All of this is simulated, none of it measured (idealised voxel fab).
The process module presented herein is designated voxel ribs on slabs.
For reference, the cross-section in this document is cut, with width 240 nm and square cells of 5 nm.
Notation: cross-section as square-cell grid; stated in bands, top first, going down; one or more cell rows per band.
First you get the band's top height and its bottom height, in nm, and then the materials it's made of, left to right, with each width in nm. If you see a single material with "full width", that one covers the band edge to edge. "empty" is empty space.
Height reference: 0 = level under which incoming wafer is all one material. Lowest band: no bottom, runs on downward, e.g. "top 0, no bottom".
A two-number width, for instance "30->40", indicates that the width is equal to the first number in the top row of the band and to the second number in the bottom row, and that it changes by a constant amount per row of cells.
Where the words "no modifications" appear for a step, the cross-section shows no cell changed by that step; every cell remained as before.
In the "Closed empty spaces" entry, you get each enclosed empty space of 8 cells or more, one with no open way to the top, written width x height at distance, distance from the left edge, in nm.
Past the settings on a step's line: simulator remark, on that step.
overlay nm: step with mask; distance mask lay right of planned place; negative value = left of planned place.

# Steps in the process plan
1 RECEIVE [material Si]
2 DIRECTIONAL_DEP [material SiO2] [thk nm 20]
3 DIRECTIONAL_DEP [material SiN] [thk nm 20]
4 MASKED_ETCH [tone cover] [mask id RIB] [width nm 20] [etch materials SiN] [depth nm 5] [overlay nm 0]
5 DIRECTIONAL_DEP [material aC] [thk nm 10]
6 PATTERN [tone cover] [mask id SLAB] [material resist] [width nm 60] [thk nm 25] [overlay nm 0]
7 DIRECTIONAL_ETCH [etch materials aC] [depth nm 10]
8 STRIP [etch materials resist]
9 DIRECTIONAL_ETCH [etch materials SiN] [depth nm 15]
10 STRIP [etch materials aC]
11 FILL_DEP [material SiO2] [thk nm 25]
12 CMP [height nm 55]
13 DIRECTIONAL_DEP [material W] [thk nm 5]
14 DIRECTIONAL_DEP [material aC] [thk nm 15]
15 PATTERN [tone cover] [mask id HEATER] [material resist] [width nm 30] [thk nm 30] [overlay nm 0]
16 DIRECTIONAL_ETCH [etch materials aC] [depth nm 15]
17 STRIP [etch materials resist]
18 DIRECTIONAL_ETCH [etch materials W] [depth nm 5]
19 STRIP [etch materials aC]
20 CONFORMAL_DEP [material SiO2] [thk nm 5]

# What follows covers the first of two wafers; it ran as planned

# As-received state of the wafer in cross-section, equivalent to post-step 1
- top 0, no bottom | Si full width
- Closed empty spaces: none

# Cross-section of the wafer after step 2
- top 20, bottom 0 | SiO2 full width
- Below 0 it's all the same as before, nothing changed down there.

# Cross-section of the wafer after step 3
- top 40, bottom 20 | SiN full width
- Below 20 it's all the same as before, nothing changed down there.

# Cross-section of the wafer after step 4
- top 40, bottom 35 | empty 110 nm | SiN 20 nm | empty 110 nm
- Below 35 it's all the same as before, nothing changed down there.

# Cross-section of the wafer after step 5
- top 50, bottom 45 | empty 110 nm | aC 20 nm | empty 110 nm
- top 45, bottom 40 | aC full width
- top 40, bottom 35 | aC 110 nm | SiN 20 nm | aC 110 nm
- Below 35 it's all the same as before, nothing changed down there.

# Cross-section of the wafer after step 6
- top 75, bottom 50 | empty 90 nm | resist 60 nm | empty 90 nm
- top 50, bottom 45 | empty 90 nm | resist 20 nm | aC 20 nm | resist 20 nm | empty 90 nm
- Below 45 it's all the same as before, nothing changed down there.

# Cross-section of the wafer after step 7
- top 65, bottom 50 | empty 90 nm | resist 60 nm | empty 90 nm
- top 50, bottom 45 | empty 90 nm | resist 20 nm | aC 20 nm | resist 20 nm | empty 90 nm
- top 45, bottom 40 | empty 90 nm | aC 60 nm | empty 90 nm
- top 40, bottom 35 | empty 90 nm | aC 20 nm | SiN 20 nm | aC 20 nm | empty 90 nm
- Below 35 it's all the same as before, nothing changed down there.

# Cross-section of the wafer after step 8
- top 50, bottom 40 | empty 110->90 nm | aC 20->60 nm | empty 110->90 nm
- Below 40 it's all the same as before, nothing changed down there.

# Cross-section of the wafer after step 9
- top 50, bottom 40 | empty 110->90 nm | aC 20->60 nm | empty 110->90 nm
- top 40, bottom 35 | empty 90 nm | aC 20 nm | SiN 20 nm | aC 20 nm | empty 90 nm
- top 35, bottom 20 | empty 90 nm | SiN 60 nm | empty 90 nm
- Below 20 it's all the same as before, nothing changed down there.

# Cross-section of the wafer after step 10
- top 40, bottom 35 | empty 110 nm | SiN 20 nm | empty 110 nm
- Below 35 it's all the same as before, nothing changed down there.

# Cross-section of the wafer after step 11
- top 65, bottom 40 | SiO2 full width
- top 40, bottom 35 | SiO2 110 nm | SiN 20 nm | SiO2 110 nm
- top 35, bottom 20 | SiO2 90 nm | SiN 60 nm | SiO2 90 nm
- Below 20 it's all the same as before, nothing changed down there.

# Cross-section of the wafer after step 12
- top 55, bottom 40 | SiO2 full width
- Below 40 it's all the same as before, nothing changed down there.

# Cross-section of the wafer after step 13
- top 60, bottom 55 | W full width
- Below 55 it's all the same as before, nothing changed down there.

# Cross-section of the wafer after step 14
- top 75, bottom 60 | aC full width
- Below 60 it's all the same as before, nothing changed down there.

# Cross-section of the wafer after step 15
- top 105, bottom 75 | empty 105 nm | resist 30 nm | empty 105 nm
- Below 75 it's all the same as before, nothing changed down there.

# Cross-section of the wafer after step 16
- top 90, bottom 75 | empty 105 nm | resist 30 nm | empty 105 nm
- top 75, bottom 60 | empty 105 nm | aC 30 nm | empty 105 nm
- Below 60 it's all the same as before, nothing changed down there.

# Cross-section of the wafer after step 17
- top 75, bottom 60 | empty 105 nm | aC 30 nm | empty 105 nm
- Below 60 it's all the same as before, nothing changed down there.

# Cross-section of the wafer after step 18
- top 75, bottom 60 | empty 105 nm | aC 30 nm | empty 105 nm
- top 60, bottom 55 | empty 105 nm | W 30 nm | empty 105 nm
- Below 55 it's all the same as before, nothing changed down there.

# Cross-section of the wafer after step 19
- top 60, bottom 55 | empty 105 nm | W 30 nm | empty 105 nm
- Below 55 it's all the same as before, nothing changed down there.

# Cross-section of the wafer after step 20
- top 65, bottom 60 | empty 100 nm | SiO2 40 nm | empty 100 nm
- top 60, bottom 55 | SiO2 105 nm | W 30 nm | SiO2 105 nm
- Below 55 it's all the same as before, nothing changed down there.

# The second wafer began exactly as the first did and followed the same plan, but one mistake was made while running it; through step 3 inclusive, the two wafers are identical

# Cross-section: second wafer, time at which step 4 was scheduled to end
- top 40, bottom 35 | empty 110 nm | SiN 25 nm | empty 105 nm
- Below 35 it's all the same as before, nothing changed down there.

# Cross-section: second wafer, time at which step 5 was scheduled to end
- top 50, bottom 45 | empty 110 nm | aC 25 nm | empty 105 nm
- top 45, bottom 40 | aC full width
- top 40, bottom 35 | aC 110 nm | SiN 25 nm | aC 105 nm
- Below 35 it's all the same as before, nothing changed down there.

# Cross-section: second wafer, time at which step 6 was scheduled to end
- top 75, bottom 50 | empty 90 nm | resist 60 nm | empty 90 nm
- top 50, bottom 45 | empty 90 nm | resist 20 nm | aC 25 nm | resist 15 nm | empty 90 nm
- Below 45 it's all the same as before, nothing changed down there.

# Cross-section: second wafer, time at which step 7 was scheduled to end
- top 65, bottom 50 | empty 90 nm | resist 60 nm | empty 90 nm
- top 50, bottom 45 | empty 90 nm | resist 20 nm | aC 25 nm | resist 15 nm | empty 90 nm
- top 45, bottom 40 | empty 90 nm | aC 60 nm | empty 90 nm
- top 40, bottom 35 | empty 90 nm | aC 20 nm | SiN 25 nm | aC 15 nm | empty 90 nm
- Below 35 it's all the same as before, nothing changed down there.

# Cross-section: second wafer, time at which step 8 was scheduled to end
- top 50, bottom 40 | empty 110->90 nm | aC 25->60 nm | empty 105->90 nm
- Below 40 it's all the same as before, nothing changed down there.

# Cross-section: second wafer, time at which step 9 was scheduled to end
- top 50, bottom 40 | empty 110->90 nm | aC 25->60 nm | empty 105->90 nm
- top 40, bottom 35 | empty 90 nm | aC 20 nm | SiN 25 nm | aC 15 nm | empty 90 nm
- top 35, bottom 20 | empty 90 nm | SiN 60 nm | empty 90 nm
- Below 20 it's all the same as before, nothing changed down there.

# Cross-section: second wafer, time at which step 10 was scheduled to end
- top 40, bottom 35 | empty 110 nm | SiN 25 nm | empty 105 nm
- Below 35 it's all the same as before, nothing changed down there.

# Cross-section: second wafer, time at which step 11 was scheduled to end
- top 65, bottom 40 | SiO2 full width
- top 40, bottom 35 | SiO2 110 nm | SiN 25 nm | SiO2 105 nm
- top 35, bottom 20 | SiO2 90 nm | SiN 60 nm | SiO2 90 nm
- Below 20 it's all the same as before, nothing changed down there.

# Cross-section: second wafer, time at which step 12 was scheduled to end
- top 55, bottom 40 | SiO2 full width
- Below 40 it's all the same as before, nothing changed down there.

# Cross-section: second wafer, time at which step 13 was scheduled to end
- top 60, bottom 55 | W full width
- Below 55 it's all the same as before, nothing changed down there.

# Cross-section: second wafer, time at which step 14 was scheduled to end
- top 75, bottom 60 | aC full width
- Below 60 it's all the same as before, nothing changed down there.

# Cross-section: second wafer, time at which step 15 was scheduled to end
- top 105, bottom 75 | empty 105 nm | resist 30 nm | empty 105 nm
- Below 75 it's all the same as before, nothing changed down there.

# Cross-section: second wafer, time at which step 16 was scheduled to end
- top 90, bottom 75 | empty 105 nm | resist 30 nm | empty 105 nm
- top 75, bottom 60 | empty 105 nm | aC 30 nm | empty 105 nm
- Below 60 it's all the same as before, nothing changed down there.

# Cross-section: second wafer, time at which step 17 was scheduled to end
- top 75, bottom 60 | empty 105 nm | aC 30 nm | empty 105 nm
- Below 60 it's all the same as before, nothing changed down there.

# Cross-section: second wafer, time at which step 18 was scheduled to end
- top 75, bottom 60 | empty 105 nm | aC 30 nm | empty 105 nm
- top 60, bottom 55 | empty 105 nm | W 30 nm | empty 105 nm
- Below 55 it's all the same as before, nothing changed down there.

# Cross-section: second wafer, time at which step 19 was scheduled to end
- top 60, bottom 55 | empty 105 nm | W 30 nm | empty 105 nm
- Below 55 it's all the same as before, nothing changed down there.

# Cross-section: second wafer, time at which step 20 was scheduled to end
- top 65, bottom 60 | empty 100 nm | SiO2 40 nm | empty 100 nm
- top 60, bottom 55 | SiO2 105 nm | W 30 nm | SiO2 105 nm
- Below 55 it's all the same as before, nothing changed down there.
What went wrong in running the wafer? step 4 went in with a setting other than planned; the actual run was MASKED_ETCH [tone cover] [mask id RIB] [width nm 25] [etch materials SiN] [depth nm 5] [overlay nm 0]
Bottom line after processing is that, in cells, the second wafer is up or down on some materials versus the first: +1 SiN | -1 SiO2
